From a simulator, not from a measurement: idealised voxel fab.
This is a process module. Its name is voxel transistor to metal.
The cross-section shown here is cut; it is 155 nm wide and divided into square cells measuring 5 nm on a side.
Heads up, the way a cross-section reads in here is a grid of square cells, handed over as bands from the top down, with every band being one or more rows of cells. Each band's line starts with the height of the band's top and of its bottom, in nm. Then come its materials from left to right, each with its width in nm. One material with "edge to edge" fills the band from edge to edge. "blank" is empty space. Heights from 0 (as-received wafer is one material below). Bottom band endless downward, as "0 and below". So if you see something like "30..40" for the width, read it as the top row of the band sitting at the first number and the bottom row at the second, with every row in between moving by the same amount as the last. For the purposes of this document, the phrase "remained the same" attached to a step denotes that no cell within the cross-section was modified by that step. Any empty space of 8 cells or more lacking an open way to the top shows up in "Sealed cavities" as width x height at distance, distance from the left edge, in nm. Whatever follows a step's settings on its line is a remark the simulator itself makes about that step. The "overlay nm" setting may appear on a step's line; for a step that uses a mask, it gives how far to the right of its planned position the mask lay, and a negative value indicates the left.

## This section lists the process steps that were planned
1 RECEIVE, material Si
2 CONFORMAL_DEP, material SiO2, thk nm 5
3 CONFORMAL_DEP, material SiN, thk nm 10
4 PATTERN, tone cover, mask id ACTIVE, material resist, width nm 105, thk nm 15, overlay nm 0
5 DIRECTIONAL_ETCH, etch materials SiN, depth nm 10
6 DIRECTIONAL_ETCH, etch materials SiO2, depth nm 5
7 DIRECTIONAL_ETCH, etch materials Si, depth nm 35
8 STRIP, etch materials resist
9 OXIDIZE, depth nm 5
10 FILL_DEP, material SiO2, thk nm 10
11 CMP, height nm 15
12 SELECTIVE_ETCH, etch materials SiO2, depth nm 10
13 STRIP, etch materials SiN
14 SELECTIVE_ETCH, etch materials SiO2, depth nm 5
15 OXIDIZE, depth nm 5
16 DIRECTIONAL_DEP, material polySi, thk nm 20
17 DIRECTIONAL_DEP, material SiCN, thk nm 10
18 MASKED_ETCH, tone cover, mask id GATE, width nm 25, etch materials SiCN, depth nm 20, overlay nm 0
19 MASKED_ETCH, tone cover, mask id GATE, width nm 25, etch materials polySi, depth nm 30, overlay nm 0
20 CONFORMAL_DEP, material SiN, thk nm 10
21 DIRECTIONAL_ETCH, etch materials SiN, depth nm 10
22 DIRECTIONAL_ETCH, etch materials SiO2, depth nm 5
23 EPI, material SiGe, thk nm 5
24 FILL_DEP, material SiO2, thk nm 10
25 CMP, height nm 30
26 DIRECTIONAL_DEP, material SiO2, thk nm 10
27 MASKED_ETCH, tone open, mask id CONTACT, width nm 25, pitch nm 60, etch materials SiO2, depth nm 40, overlay nm 0
28 CONFORMAL_DEP, material TiN, thk nm 5
29 FILL_DEP, material Ru, thk nm 5
30 CMP, height nm 40
31 CONFORMAL_DEP, material SiN, thk nm 5
32 DIRECTIONAL_DEP, material SiO2, thk nm 20
33 PATTERN, tone open, mask id METAL_1, material resist, width nm 15, pitch nm 70, thk nm 20, overlay nm 0
34 DIRECTIONAL_ETCH, etch materials SiO2, depth nm 20
35 DIRECTIONAL_ETCH, etch materials SiN, depth nm 5
36 STRIP, etch materials resist
37 CONFORMAL_DEP, material TiN, thk nm 5
38 FILL_DEP, material Cu, thk nm 5
39 CMP, height nm 65
40 EPI, material Ru, thk nm 5
41 FILL_DEP, material SiCN, thk nm 5
42 DIRECTIONAL_DEP, material lowk, thk nm 35
43 DIRECTIONAL_DEP, material aC, thk nm 15
44 PATTERN, tone open, mask id METAL_2, material resist, width nm 15, pitch nm 70, thk nm 30, overlay nm 0
45 DIRECTIONAL_ETCH, etch materials aC, depth nm 15
46 STRIP, etch materials resist
47 DIRECTIONAL_ETCH, etch materials lowk, depth nm 20
48 STRIP, etch materials aC
49 PATTERN, tone open, mask id METAL_2_HOLES, material resist, width nm 15, pitch nm 70, thk nm 15, overlay nm 0
50 DIRECTIONAL_ETCH, etch materials lowk, depth nm 15
51 DIRECTIONAL_ETCH, etch materials SiCN, depth nm 5
52 STRIP, etch materials resist
53 CONFORMAL_DEP, material TiN, thk nm 5
54 FILL_DEP, material Ru, thk nm 5
55 CMP, height nm 110
56 CONFORMAL_DEP, material SiCN, thk nm 5

## As-received state of the wafer in cross-section, equivalent to post-step 1
    0 and below | Si edge to edge
    Sealed cavities: none

## The cross-section shown corresponds to the wafer at the conclusion of the module. The initial structure and the process plan are those presented above; however, one mistake occurred in executing the plan
    115 down to 110 | SiCN edge to edge
    110 down to 105 | 25 Ru / 15 TiN / 5 Ru / 15 TiN / 35 Ru / 15 TiN / 5 Ru / 15 TiN / 25 Ru
    105 down to 100 | 30 TiN / 5 lowk / 5 TiN / 5 Ru / 5 TiN / 5 lowk / 45 TiN / 5 lowk / 5 TiN / 5 Ru / 5 TiN / 5 lowk / 30 TiN
    100 down to 75 | 35 lowk / 5 TiN / 5 Ru / 5 TiN / 55 lowk / 5 TiN / 5 Ru / 5 TiN / 35 lowk
    75 down to 70 | 35 lowk / 15 TiN / 55 lowk / 15 TiN / 35 lowk
    70 down to 65 | 30 lowk / 25 Ru / 45 lowk / 25 Ru / 30 lowk
    65 down to 45 | 35 SiO2 / 5 TiN / 5 Cu / 5 TiN / 55 SiO2 / 5 TiN / 5 Cu / 5 TiN / 35 SiO2
    45 down to 40 | 35 SiN / 15 TiN / 55 SiN / 15 TiN / 35 SiN
    40 down to 30 | 35 SiO2 / 5 TiN / 15..10 Ru / 5..10 TiN / 35 SiO2 / 5..10 TiN / 15..10 Ru / 5 TiN / 35 SiO2
    30 down to 20 | 35 SiO2 / 5 TiN / 10 Ru / 5 TiN / 10 SiN / 25 SiCN / 10 SiN / 5 TiN / 10 Ru / 5 TiN / 35 SiO2
    20 down to 5 | 35 SiO2 / 5 TiN / 10 Ru / 5 TiN / 10 SiN / 25 polySi / 10 SiN / 5 TiN / 10 Ru / 5 TiN / 35 SiO2
    5 down to 0 | 35 SiO2 / 20 TiN / 10 SiN / 25 polySi / 10 SiN / 20 TiN / 35 SiO2
    0 down to -5 | 25 SiO2 / 30 SiGe / 45 SiO2 / 30 SiGe / 25 SiO2
    -5 down to -40 | 30 SiO2 / 95 Si / 30 SiO2
    -40 and below | Si edge to edge
    Sealed cavities: none
Finding, execution versus plan: step 41 of the plan: omitted, not performed
